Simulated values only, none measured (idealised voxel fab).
process module | voxel wiring stack
cross-section cut | 145 nm wide | cells 5 nm
A cross-section is a grid of square cells, given in bands from the top down. A band is one or more rows of cells.
Each band's line starts with the height of the band's top and of its bottom, in nm. Then come its materials from left to right, each with its width in nm. One material with "throughout" fills the band from edge to edge. "air" is empty space.
Height 0 is the level under which the wafer as received is all one material. The lowest band goes on downwards, as in "0 down".
A width such as "30 to 40" changes by the same amount from each row of cells to the next, from the band's top row to its bottom row.
"no change" after a step means that no cell of the cross-section changed.
closed voids: empty space of 8 cells or more with no open way to the top, each as width x height at its distance from the left edge, in nm
after a step's settings: what the simulator itself notes on the step
overlay nm, on a step with a mask: how far to the right of its planned place the mask lay; to the left if negative
plan
1 op RECEIVE | material Si
2 op CONFORMAL_DEP | material SiO2 | thk nm 15
3 op CONFORMAL_DEP | material SiN | thk nm 5
4 op DIRECTIONAL_DEP | material lowk | thk nm 15
5 op PATTERN | tone open | mask id METAL_1 | material resist | width nm 25 | pitch nm 45 | thk nm 20 | overlay nm 0
6 op DIRECTIONAL_ETCH | etch materials lowk | depth nm 15
7 op DIRECTIONAL_ETCH | etch materials SiN | depth nm 5
8 op STRIP | etch materials resist
9 op CONFORMAL_DEP | material TiN | thk nm 5
10 op FILL_DEP | material W | thk nm 5
11 op CMP | height nm 35
12 op CONFORMAL_DEP | material SiCN | thk nm 5
13 op DIRECTIONAL_DEP | material lowk | thk nm 15
14 op PATTERN | tone open | mask id PLUG_1 | material resist | width nm 15 | thk nm 20 | overlay nm 0
15 op DIRECTIONAL_ETCH | etch materials lowk | depth nm 15
16 op DIRECTIONAL_ETCH | etch materials SiCN | depth nm 5
17 op STRIP | etch materials resist
18 op EPI | material Ru | thk nm 10
19 op EPI | material Ru | thk nm 10
20 op DIRECTIONAL_DEP | material TiN | thk nm 5
21 op DIRECTIONAL_DEP | material W | thk nm 25
22 op DIRECTIONAL_DEP | material aC | thk nm 15
23 op PATTERN | tone cover | mask id METAL_2 | material resist | width nm 25 | pitch nm 45 | thk nm 35 | overlay nm 0
24 op DIRECTIONAL_ETCH | etch materials aC | depth nm 15
25 op STRIP | etch materials resist
26 op DIRECTIONAL_ETCH | etch materials W | depth nm 25
27 op DIRECTIONAL_ETCH | etch materials TiN | depth nm 5
28 op STRIP | etch materials aC
29 op FILL_DEP | material lowk | thk nm 5
30 op CMP | height nm 85
31 op CONFORMAL_DEP | material SiN | thk nm 5
as received, after step 1
  0 down: Si throughout
  closed voids: none
first wafer at the end, as planned
  90 to 85: SiN throughout
  85 to 60: lowk 35 | W 25 | lowk 20 | W 25 | lowk 40
  60 to 55: lowk 35 | TiN 25 | lowk 20 | TiN 25 | lowk 40
  55 to 40: lowk 35 | Ru 15 | lowk 95
  40 to 35: SiCN 35 | Ru 15 | SiCN 95
  35 to 20: lowk 35 | TiN 5 | W 15 | TiN 5 | lowk 20 | TiN 5 | W 15 | TiN 5 | lowk 40
  20 to 15: SiN 35 | TiN 25 | SiN 20 | TiN 25 | SiN 40
  15 to 0: SiO2 throughout
  0 down: Si throughout
  closed voids: none
second wafer at the end: like start, like plan, one mistake
  90 to 85: SiN throughout
  85 to 80: lowk 50 | W 10 | lowk 20 | W 25 | lowk 40
  80 to 60: lowk 35 | W 25 | lowk 20 | W 25 | lowk 40
  60 to 55: lowk 35 | W 15 | TiN 10 | lowk 20 | TiN 25 | lowk 40
  55 to 50: SiCN 35 | TiN 15 | SiCN 95
  50 to 35: lowk throughout
  35 to 20: lowk 35 | TiN 5 | W 15 | TiN 5 | lowk 20 | TiN 5 | W 15 | TiN 5 | lowk 40
  20 to 15: SiN 35 | TiN 25 | SiN 20 | TiN 25 | SiN 40
  15 to 0: SiO2 throughout
  0 down: Si throughout
  closed voids: none
what went wrong: steps 12 and 13 were swapped
at the end the second wafer has, in cells: 12 fewer of Ru | 12 more of lowk
